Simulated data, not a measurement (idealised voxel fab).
Presented below is a process module, voxel air gaps.
The cross-section shown here is cut; it is 280 nm wide and divided into square cells measuring 5 nm on a side.
Cross-section = grid of square cells, listed top down in bands; band = one or more rows. This entry defines a band. It first specifies the height of the band's top and the height of its bottom in nm, and then specifies the band's materials from left to right, stating each material with its width in nm. The word "everywhere" identifies a single material that fills the band from edge to edge, while the word "air" identifies empty space. Height is counted from the level 0, under which the received wafer is composed throughout of one material. The lowest of the bands is not closed at the bottom but continues downward, in the notation "0 down". Read "30 to 40" as a graded width: first number on top, second number at the bottom, same change between each pair of neighbouring rows. Given "no modification" for a step, no cell of the cross-section differs between before and after that step. "Unvented internal voids": empty spaces of 8 cells or more with no open way to the top, each given as width x height at distance, distance from the left edge, all in nm. after a step's settings: what the simulator itself notes on the step. You can add "overlay nm" to a step's line. For a step with a mask, it describes how far the mask lay to the right of its planned position, and a negative number describes a lay to the left.

## Below is the list of planned process steps
step 1: RECEIVE (material Si)
step 2: CONFORMAL_DEP (material SiO2; thk nm 10)
step 3: CONFORMAL_DEP (material SiCN; thk nm 5)
step 4: DIRECTIONAL_DEP (material SiO2; thk nm 35)
step 5: MASKED_ETCH (tone open; mask id LINES; width nm 25; pitch nm 50; etch materials SiO2; depth nm 35; overlay nm -15)
step 6: CONFORMAL_DEP (material TiN; thk nm 5)
step 7: FILL_DEP (material Cu; thk nm 10)
step 8: CMP (height nm 50)
step 9: EPI (material Ru; thk nm 10)
step 10: SELECTIVE_ETCH (etch materials SiO2; depth nm 45)
step 11: CONFORMAL_DEP (material SiCN; thk nm 5)
Wafer-to-wafer difference: overlay nm, step 5. Common start. Plan = first wafer's value.

## first wafer as received, after step 1
    0 down: Si everywhere
    Unvented internal voids: none

## each wafer at the end: cells of each material gained (+) or lost (-) since it was received, then its closed voids
overlay nm -15; +72 Cu; +72 Ru; +204 SiCN; +112 SiO2; +68 TiN; Unvented internal voids: 15 x 25 at 65; 15 x 25 at 115; 15 x 25 at 165
overlay nm -10; +72 Cu; +72 Ru; +204 SiCN; +112 SiO2; +68 TiN; Unvented internal voids: 15 x 25 at 70; 15 x 25 at 120; 15 x 25 at 170
overlay nm -5; +72 Cu; +72 Ru; +204 SiCN; +112 SiO2; +68 TiN; Unvented internal voids: 15 x 25 at 75; 15 x 25 at 125; 15 x 25 at 175
overlay nm 0; +72 Cu; +72 Ru; +204 SiCN; +112 SiO2; +68 TiN; Unvented internal voids: 15 x 25 at 80; 15 x 25 at 130; 15 x 25 at 180
overlay nm 5; +72 Cu; +72 Ru; +204 SiCN; +112 SiO2; +68 TiN; Unvented internal voids: 15 x 25 at 85; 15 x 25 at 135; 15 x 25 at 185
overlay nm 10; +72 Cu; +72 Ru; +204 SiCN; +112 SiO2; +68 TiN; Unvented internal voids: 15 x 25 at 90; 15 x 25 at 140; 15 x 25 at 190
overlay nm 15; +72 Cu; +72 Ru; +204 SiCN; +112 SiO2; +68 TiN; Unvented internal voids: 15 x 25 at 95; 15 x 25 at 145; 15 x 25 at 195
